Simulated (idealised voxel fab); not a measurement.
process module | voxel transistor to metal
cross-section cut | 185 nm wide | cells 5 nm
A cross-section is a grid of square cells, given in bands from the top down. A band is one or more rows of cells.
Each band's line starts with the height of the band's top and of its bottom, in nm. Then come its materials from left to right, each with its width in nm. One material with "throughout" fills the band from edge to edge. "air" is empty space.
Height 0 is the level under which the wafer as received is all one material. The lowest band goes on downwards, as in "0 down".
A width such as "30 to 40" changes by the same amount from each row of cells to the next, from the band's top row to its bottom row.
"no change" after a step means that no cell of the cross-section changed.
closed voids: empty space of 8 cells or more with no open way to the top, each as width x height at its distance from the left edge, in nm
after a step's settings: what the simulator itself notes on the step
overlay nm, on a step with a mask: how far to the right of its planned place the mask lay; to the left if negative
plan
1 op RECEIVE | material Si
2 op CONFORMAL_DEP | material SiO2 | thk nm 5
3 op CONFORMAL_DEP | material SiN | thk nm 15
4 op PATTERN | tone cover | mask id ACTIVE | material resist | width nm 105 | thk nm 20 | overlay nm 0
5 op DIRECTIONAL_ETCH | etch materials SiN | depth nm 15
6 op DIRECTIONAL_ETCH | etch materials SiO2 | depth nm 5
7 op DIRECTIONAL_ETCH | etch materials Si | depth nm 30
8 op STRIP | etch materials resist
9 op FILL_DEP | material SiO2 | thk nm 5
10 op CMP | height nm 20
11 op SELECTIVE_ETCH | etch materials SiO2 | depth nm 5
12 op STRIP | etch materials SiN
13 op SELECTIVE_ETCH | etch materials SiO2 | depth nm 5
14 op OXIDIZE | depth nm 5
15 op DIRECTIONAL_DEP | material polySi | thk nm 30
16 op DIRECTIONAL_DEP | material SiCN | thk nm 10
17 op PATTERN | tone cover | mask id GATE | material resist | width nm 25 | thk nm 20 | overlay nm 0
18 op DIRECTIONAL_ETCH | etch materials SiCN | depth nm 20
19 op DIRECTIONAL_ETCH | etch materials polySi | depth nm 40
20 op STRIP | etch materials resist
21 op CONFORMAL_DEP | material SiN | thk nm 10
22 op DIRECTIONAL_ETCH | etch materials SiN | depth nm 10
23 op DIRECTIONAL_ETCH | etch materials SiO2 | depth nm 5
24 op DIRECTIONAL_ETCH | etch materials Si | depth nm 10
25 op EPI | material nSi | thk nm 10
26 op FILL_DEP | material SiO2 | thk nm 10
27 op CMP | height nm 40
28 op DIRECTIONAL_DEP | material SiO2 | thk nm 15
29 op PATTERN | tone open | mask id CONTACT | material resist | width nm 20 | pitch nm 75 | thk nm 15 | overlay nm 0
30 op DIRECTIONAL_ETCH | etch materials SiO2 | depth nm 60
31 op STRIP | etch materials resist
32 op CONFORMAL_DEP | material TiN | thk nm 5
33 op FILL_DEP | material Ru | thk nm 5
34 op CMP | height nm 55
35 op DIRECTIONAL_DEP | material TiN | thk nm 5
36 op DIRECTIONAL_DEP | material W | thk nm 20
37 op MASKED_ETCH | tone cover | mask id METAL_1 | width nm 20 | pitch nm 75 | etch materials W | depth nm 20 | overlay nm 0
38 op MASKED_ETCH | tone cover | mask id METAL_1 | width nm 20 | pitch nm 75 | etch materials TiN | depth nm 5 | overlay nm 0
39 op CONFORMAL_DEP | material SiCN | thk nm 5
40 op FILL_DEP | material SiO2 | thk nm 5
41 op CMP | height nm 80
42 op CONFORMAL_DEP | material SiCN | thk nm 5
as received, after step 1
  0 down: Si throughout
  closed voids: none
first wafer at the end, as planned
  85 to 80: SiCN throughout
  80 to 60: SiO2 40 | SiCN 5 | W 20 | SiCN 5 | SiO2 45 | SiCN 5 | W 20 | SiCN 5 | SiO2 40
  60 to 55: SiCN 45 | TiN 20 | SiCN 55 | TiN 20 | SiCN 45
  55 to 40: SiO2 45 | TiN 5 | Ru 10 | TiN 5 | SiO2 55 | TiN 5 | Ru 10 | TiN 5 | SiO2 45
  40 to 30: SiO2 45 | TiN 5 | Ru 10 | TiN 5 | SiO2 5 | SiN 10 | SiCN 25 | SiN 10 | SiO2 5 | TiN 5 | Ru 10 | TiN 5 | SiO2 45
  30 to 10: SiO2 45 | TiN 5 | Ru 10 | TiN 5 | SiO2 5 | SiN 10 | polySi 25 | SiN 10 | SiO2 5 | TiN 5 | Ru 10 | TiN 5 | SiO2 45
  10 to 5: SiO2 35 | SiN 10 | TiN 20 | SiO2 5 | SiN 10 | polySi 25 | SiN 10 | SiO2 5 | TiN 20 | SiN 10 | SiO2 35
  5 to 0: SiO2 35 | SiN 10 | nSi 10 | TiN 5 | nSi 10 | SiN 10 | polySi 25 | SiN 10 | nSi 10 | TiN 5 | nSi 10 | SiN 10 | SiO2 35
  0 to -5: SiO2 45 | nSi 10 | TiN 5 | nSi 10 | SiO2 45 | nSi 10 | TiN 5 | nSi 10 | SiO2 45
  -5 to -15: SiO2 40 | Si 5 | nSi 25 | Si 45 | nSi 25 | Si 5 | SiO2 40
  -15 to -30: SiO2 40 | Si 105 | SiO2 40
  -30 down: Si throughout
  closed voids: none
second wafer at the end: like start, like plan, one mistake
  85 to 80: SiCN throughout
  80 to 60: SiO2 40 | SiCN 5 | W 20 | SiCN 5 | SiO2 45 | SiCN 5 | W 20 | SiCN 5 | SiO2 40
  60 to 55: SiCN 45 | TiN 20 | SiCN 55 | TiN 20 | SiCN 45
  55 to 45: Ru 40 | TiN 5 | SiO2 20 | TiN 5 | Ru 45 | TiN 5 | SiO2 20 | TiN 5 | Ru 40
  45 to 40: Ru 40 | TiN 5 | SiO2 20 | TiN 55 | SiO2 20 | TiN 5 | Ru 40
  40 to 30: Ru 40 | TiN 5 | SiO2 20 | TiN 5 | SiN 10 | SiCN 25 | SiN 10 | TiN 5 | SiO2 20 | TiN 5 | Ru 40
  30 to 15: Ru 40 | TiN 5 | SiO2 20 | TiN 5 | SiN 10 | polySi 25 | SiN 10 | TiN 5 | SiO2 20 | TiN 5 | Ru 40
  15 to 10: Ru 30 | TiN 15 | SiO2 20 | TiN 5 | SiN 10 | polySi 25 | SiN 10 | TiN 5 | SiO2 20 | TiN 15 | Ru 30
  10 to 5: Ru 30 | TiN 5 | SiN 10 | SiO2 20 | TiN 5 | SiN 10 | polySi 25 | SiN 10 | TiN 5 | SiO2 20 | SiN 10 | TiN 5 | Ru 30
  5 to 0: Ru 30 | TiN 5 | SiN 10 | nSi 10 | SiO2 5 | nSi 10 | SiN 10 | polySi 25 | SiN 10 | nSi 10 | SiO2 5 | nSi 10 | SiN 10 | TiN 5 | Ru 30
  0 to -5: TiN 35 | SiO2 10 | nSi 10 | SiO2 5 | nSi 10 | SiO2 45 | nSi 10 | SiO2 5 | nSi 10 | SiO2 10 | TiN 35
  -5 to -15: SiO2 40 | Si 5 | nSi 25 | Si 45 | nSi 25 | Si 5 | SiO2 40
  -15 to -30: SiO2 40 | Si 105 | SiO2 40
  -30 down: Si throughout
  closed voids: none
what went wrong: step 29 ran as: op PATTERN | tone cover | mask id CONTACT | material resist | width nm 20 | pitch nm 75 | thk nm 15 | overlay nm 0
at the end the second wafer has, in cells: 146 more of Ru | 167 fewer of SiO2 | 21 more of TiN
